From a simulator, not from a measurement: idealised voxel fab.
voxel plated lines: a process module
Each square cell in cross-section cut measures 5 nm, and the section as a whole is 275 nm wide.
Throughout this document, each cross-section is represented as a grid of square cells and is presented as a sequence of bands enumerated from the top downward, where a band comprises one or more rows of cells. The band entry comprises the height of the band's top followed by the height of its bottom, expressed in nm, and subsequently the band's materials from left to right, each stated together with its width in nm. Where a single material is marked with the word "throughout", that material fills the band from edge to edge. The word "blank" represents empty space. A quick word on heights: they are counted from 0, and under that level the wafer as it came to us is one material throughout. The lowest band is different from the rest in having no bottom; it simply continues downward, written as in "0 and below". Width: "30->40" (first number = top row, second number = bottom row, same change from row to row of cells). Basically "nothing different" means that step didn't change any cell in the cross-section. So "Closed cavities" is basically the list of trapped voids: any empty space of 8 cells or more that can't reach the top through an opening. They're written width x height at distance, the distance being from the left edge, and it's all nm. Note: text after step settings on the step line = simulator remark on that step. "overlay nm" denotes, for a step that has a mask, the displacement of the mask to the right of its planned place, with negative values corresponding to the left.

The following list gives the planned process steps
1,RECEIVE,material Si
2,CONFORMAL_DEP,material Al2O3,thk nm 5
3,DIRECTIONAL_DEP,material TiN,thk nm 5
4,PATTERN,tone open,mask id LINES,material resist,width nm 30,pitch nm 45,thk nm 25,overlay nm 0
5,EPI,material Ru,thk nm 10
6,EPI,material Ru,thk nm 10
7,STRIP,etch materials resist
8,DIRECTIONAL_ETCH,etch materials TiN,depth nm 5
9,CONFORMAL_DEP,material SiO2,thk nm 5

As received (post step 1): cross-section
> 0 and below  Si throughout
> Closed cavities: none

first wafer at the end, as planned
> 35 down to 30  95 of blank, 40 of SiO2, 5 of blank, 40 of SiO2, 95 of blank
> 30 down to 10  95 of blank, 5 of SiO2, 30 of Ru, 5 of SiO2, 5 of blank, 5 of SiO2, 30 of Ru, 5 of SiO2, 95 of blank
> 10 down to 5  100 of SiO2, 30 of TiN, 15 of SiO2, 30 of TiN, 100 of SiO2
> 5 down to 0  Al2O3 throughout
> 0 and below  Si throughout
> Closed cavities: none

Same start, same plan as the first wafer - but one mistake in the run. Cross-section of the second of the two at the end of the module
> 35 down to 30  85 of blank, 105 of SiO2, 85 of blank
> 30 down to 25  85 of blank, 5 of SiO2, 95 of Ru, 5 of SiO2, 85 of blank
> 25 down to 20  90 of SiO2, 95 of Ru, 90 of SiO2
> 20 down to 10  Ru throughout
> 10 down to 5  TiN throughout
> 5 down to 0  Al2O3 throughout
> 0 and below  Si throughout
> Closed cavities: none
What was the processing mistake? plan steps 6 and 7 run swapped
End check, counted in cells, second wafer has more or fewer of these materials than the first: Ru +100, SiO2 -16, TiN +43
